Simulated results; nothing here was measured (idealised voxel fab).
This section sets out a process module, namely voxel spacer lines.
FYI the section here is cut, 240 nm wide, cells are 5 nm squares.
Just so we're on the same page, the cross-sections are grids of square cells, and they're listed out in bands top to bottom, each band one or more rows deep.
The band entry comprises the height of the band's top followed by the height of its bottom, expressed in nm, and subsequently the band's materials from left to right, each stated together with its width in nm. Where a single material is marked with the word "all across", that material fills the band from edge to edge. The word "blank" represents empty space.
Note: height 0 marks the level under which the wafer is uniformly one material as received. Lowest band unbounded below, written "z 0 and below".
Width spec "30..40" -> top row of cells at first value, bottom row at second value, equal per-row change in between.
Take "no alterations made" at face value: in the step it is given for, the cross-section changed in none of its cells.
Enclosed voids (no open way to top), threshold 8 cells or more, entry "Enclosed cavity list", notation width x height at distance, distance from left edge, nm.
Where a step's line continues beyond its settings, the continuation is a remark by the simulator itself on that step.
overlay nm: for a step with a mask, the amount by which the mask lay right of where it was planned; a negative amount means left of it.
## Intended process steps
1. RECEIVE (material Si)
2. CONFORMAL_DEP (material Al2O3; thk nm 10)
3. DIRECTIONAL_DEP (material polySi; thk nm 15)
4. DIRECTIONAL_DEP (material aC; thk nm 25)
5. PATTERN (tone cover; mask id MANDREL; material resist; width nm 25; pitch nm 70; thk nm 30; overlay nm -15)
6. DIRECTIONAL_ETCH (etch materials aC; depth nm 25)
7. STRIP (etch materials resist)
8. CONFORMAL_DEP (material SiN; thk nm 10)
9. DIRECTIONAL_ETCH (etch materials SiN; depth nm 10)
10. STRIP (etch materials aC)
11. DIRECTIONAL_ETCH (etch materials polySi; depth nm 15)
12. STRIP (etch materials SiN)
Every wafer here starts from the same state; it is the step 5 overlay nm that distinguishes them, and the value the plan gives belongs to the first wafer.
## First of several wafers, received after step 1, in cross-section
	z 0 and below = Si all across
	Enclosed cavity list: none
## What follows is a table in which each wafer occupies a row; for the wafer as it stands at the close of the module, the row states, material by material, how many cells have been gained (+) or lost (-) since receipt, and then gives its closed voids
overlay nm -15 | +96 Al2O3 | +24 polySi | Enclosed cavity list: none
overlay nm -10 | +96 Al2O3 | +24 polySi | Enclosed cavity list: none
overlay nm -5 | +96 Al2O3 | +24 polySi | Enclosed cavity list: none
overlay nm 0 | +96 Al2O3 | +24 polySi | Enclosed cavity list: none
overlay nm 5 | +96 Al2O3 | +24 polySi | Enclosed cavity list: none
overlay nm 10 | +96 Al2O3 | +24 polySi | Enclosed cavity list: none
overlay nm 15 | +96 Al2O3 | +24 polySi | Enclosed cavity list: none
